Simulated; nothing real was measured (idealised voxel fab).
Process module heading - voxel spacer lines
We display cut, a cross-section 220 nm in width whose square cells are each 5 nm.
In what follows, cross-sections appear as grids of square cells, described through bands that run from the top down, where every band is one or more rows of cells.
Band entry format. Leading values: height of top, height of bottom, nm. Remainder: materials in left-to-right order, each with its width in nm. Special words: "full width" on a single material, which then fills the band edge to edge; "air", empty space.
We count height from 0. Below that, the starting wafer is all one material. The lowest band never ends at the bottom but goes on down; see "z 0 and below" for how that is written.
Per-row width for "30 to 40": begins at first number (top row of band), ends at second number (bottom row), increment between rows held constant.
Reading "nothing changed" for a step: not a cell of the cross-section changed in it.
The list in "Enclosed cavities" covers empty spaces of 8 cells or more that cannot reach the top through any open way, and it gives each as width x height at distance; the distance is from the left edge, and width, height and distance are in nm.
On each step's line, the part that comes after the settings is the simulator's own comment on the step.
Steps that use a mask can have "overlay nm" on their line. It says how far the mask sat to the right of where it was meant to be. Negative means to the left.
## This section lists the process steps that were planned
1,RECEIVE, material Si
2,CONFORMAL_DEP, material Al2O3, thk nm 5
3,DIRECTIONAL_DEP, material polySi, thk nm 10
4,DIRECTIONAL_DEP, material aC, thk nm 25
5,PATTERN, tone cover, mask id MANDREL, material resist, width nm 25, pitch nm 80, thk nm 35, overlay nm 0
6,DIRECTIONAL_ETCH, etch materials aC, depth nm 25
7,STRIP, etch materials resist
8,CONFORMAL_DEP, material SiN, thk nm 15
9,DIRECTIONAL_ETCH, etch materials SiN, depth nm 15
10,STRIP, etch materials aC
11,DIRECTIONAL_ETCH, etch materials polySi, depth nm 10
12,STRIP, etch materials SiN
## Cross-sectional view of the wafer in its as-received condition, corresponding to the state after step 1
z 0 and below: Si full width
Enclosed cavities: none
## What the wafer looks like in cross-section after this module, when it starts as shown above and follows the plan above but one mistake is made in running it
z 15 to 5: 15 of air | 25 of polySi | 55 of air | 25 of polySi | 55 of air | 25 of polySi | 20 of air
z 5 to 0: Al2O3 full width
z 0 and below: Si full width
Enclosed cavities: none
what went wrong: step 5 was not run as planned; what actually ran was PATTERN, tone open, mask id MANDREL, material resist, width nm 25, pitch nm 80, thk nm 35, overlay nm 0
